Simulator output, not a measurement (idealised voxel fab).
Module name: voxel ribs on slabs (process module)
170 nm wide, 5 nm square cells: that's cross-section cut.
Cross-section = grid of square cells, listed top down in bands; band = one or more rows. Basically the band line says how high the top is and how high the bottom is, in nm, and then what's in it from left to right, every material with its width in nm. Empty space shows up as "empty", and if a single material carries "full width" it runs the full band edge to edge. Counting heights begins at 0, where everything beneath is, in the wafer as received, one material. The lowest band has no bottom; it goes on downwards, as "0 nm and below" shows. The expression "30..40" gives the width at the extremes of the band, the first number at its top row of cells and the second at its bottom row, with the width changing by equal amounts from each row to the next in between. The designation "all unchanged", where it is given for a processing step, indicates that no cell of the cross-section was altered in the course of that step. For the entry "Closed void roster", the listed items are empty spaces with no open way to the top whose size is 8 cells or more; each item follows the pattern width x height at distance, where distance is from the left edge and all three are in nm. Whatever follows a step's settings on its line is a remark the simulator itself makes about that step. "overlay nm" on a masked step: distance the mask lay right of its planned place, negative for left.
### This section lists the process steps that were planned
1 RECEIVE (material Si)
2 DIRECTIONAL_DEP (material SiO2; thk nm 20)
3 DIRECTIONAL_DEP (material polySi; thk nm 15)
4 MASKED_ETCH (tone cover; mask id RIB; width nm 30; etch materials polySi; depth nm 10; overlay nm 0)
5 DIRECTIONAL_DEP (material aC; thk nm 15)
6 PATTERN (tone cover; mask id SLAB; material resist; width nm 70; thk nm 35; overlay nm 0)
7 DIRECTIONAL_ETCH (etch materials aC; depth nm 15)
8 STRIP (etch materials resist)
9 DIRECTIONAL_ETCH (etch materials polySi; depth nm 5)
10 STRIP (etch materials aC)
11 FILL_DEP (material SiO2; thk nm 15)
12 CMP (height nm 45)
13 DIRECTIONAL_DEP (material W; thk nm 10)
14 DIRECTIONAL_DEP (material aC; thk nm 10)
15 PATTERN (tone cover; mask id HEATER; material resist; width nm 40; thk nm 25; overlay nm 0)
16 DIRECTIONAL_ETCH (etch materials aC; depth nm 10)
17 STRIP (etch materials resist)
18 DIRECTIONAL_ETCH (etch materials W; depth nm 10)
19 STRIP (etch materials aC)
20 CONFORMAL_DEP (material SiN; thk nm 10)
### Shown in cross-section is the wafer as received, that is, as it stands after step 1
    0 nm and below: Si full width
    Closed void roster: none
### The cross-section shown corresponds to the wafer at the conclusion of the module. The initial structure and the process plan are those presented above; however, one mistake occurred in executing the plan
    65 nm to 55 nm: empty: 55  SiN: 60  empty: 55
    55 nm to 45 nm: SiN: 65  W: 40  SiN: 65
    45 nm to 35 nm: SiO2 full width
    35 nm to 25 nm: SiO2: 70..50  polySi: 30..70  SiO2: 70..50
    25 nm to 20 nm: polySi full width
    20 nm to 0 nm: SiO2 full width
    0 nm and below: Si full width
    Closed void roster: none
Where did the run depart from the plan? not per plan at step 4, really ran MASKED_ETCH (tone cover; mask id RIB; width nm 30; etch materials polySi; depth nm 5; overlay nm 0)
